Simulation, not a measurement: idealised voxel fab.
Herein follows the process module entitled voxel ribs on slabs.
260 nm wide, 5 nm square cells: that's cross-section cut.
How to read a cross-section here: the picture is a grid of square cells, written as bands going from the top down, and any band can span one or more rows of cells. Top, bottom (nm), then materials left to right with widths (nm); lone material tagged "edge to edge" fills the whole band edge to edge; "blank" = empty space. Height 0 is the level under which the wafer as received is all one material. The lowest band goes on downwards, as in "top 0, no bottom". Per-row width for "30 to 40": begins at first number (top row of band), ends at second number (bottom row), increment between rows held constant. The designation "no change", where it is given for a processing step, indicates that no cell of the cross-section was altered in the course of that step. "Fully closed voids" means: voids of 8 cells or more that are shut off from the top with no open way through. Written width x height at distance, distance from the left edge, in nm. after a step's settings: what the simulator itself notes on the step. Among the settings permitted on a step's line is "overlay nm"; applied to a step with a mask, it specifies the extent to which the mask lay to the right of its planned position, whereas a negative figure signifies a position to the left.

## So here's the lineup of process steps we planned
- 1: RECEIVE: material Si
- 2: DIRECTIONAL_DEP: material SiO2, thk nm 30
- 3: DIRECTIONAL_DEP: material SiN, thk nm 15
- 4: PATTERN: tone cover, mask id RIB, material resist, width nm 25, thk nm 15, overlay nm 0
- 5: DIRECTIONAL_ETCH: etch materials SiN, depth nm 5
- 6: STRIP: etch materials resist
- 7: MASKED_ETCH: tone cover, mask id SLAB, width nm 55, etch materials SiN, depth nm 10, overlay nm 0
- 8: FILL_DEP: material SiO2, thk nm 25
- 9: CMP: height nm 65
- 10: DIRECTIONAL_DEP: material TiN, thk nm 5
- 11: MASKED_ETCH: tone cover, mask id HEATER, width nm 35, etch materials TiN, depth nm 5, overlay nm 0
- 12: CONFORMAL_DEP: material SiO2, thk nm 5

## Received-state cross-section, reflecting completion of step 1
  top 0, no bottom: Si edge to edge
  Fully closed voids: none

## Run as planned - first of the two wafers cross-sectioned at the end of the module
  top 75, bottom 70: blank: 105, then SiO2: 45, then blank: 110
  top 70, bottom 65: SiO2: 110, then TiN: 35, then SiO2: 115
  top 65, bottom 45: SiO2 edge to edge
  top 45, bottom 40: SiO2: 115, then SiN: 25, then SiO2: 120
  top 40, bottom 30: SiO2: 100, then SiN: 55, then SiO2: 105
  top 30, bottom 0: SiO2 edge to edge
  top 0, no bottom: Si edge to edge
  Fully closed voids: none

## Here's the second of our two wafers sectioned at module end. Same start as the first, same plan, but one mistake got made running it
  top 75, bottom 70: blank: 105, then SiO2: 45, then blank: 110
  top 70, bottom 65: SiO2: 110, then TiN: 35, then SiO2: 115
  top 65, bottom 45: SiO2 edge to edge
  top 45, bottom 40: SiO2: 110, then SiN: 25, then SiO2: 125
  top 40, bottom 30: SiO2: 100, then SiN: 55, then SiO2: 105
  top 30, bottom 0: SiO2 edge to edge
  top 0, no bottom: Si edge to edge
  Fully closed voids: none
Plan not followed: heads up, step 4 didn't go per plan, it actually ran as PATTERN: tone cover, mask id RIB, material resist, width nm 25, thk nm 15, overlay nm -5
When the process is done, the second wafer contains the same cell count of every material as the first wafer, but distributed over other locations.
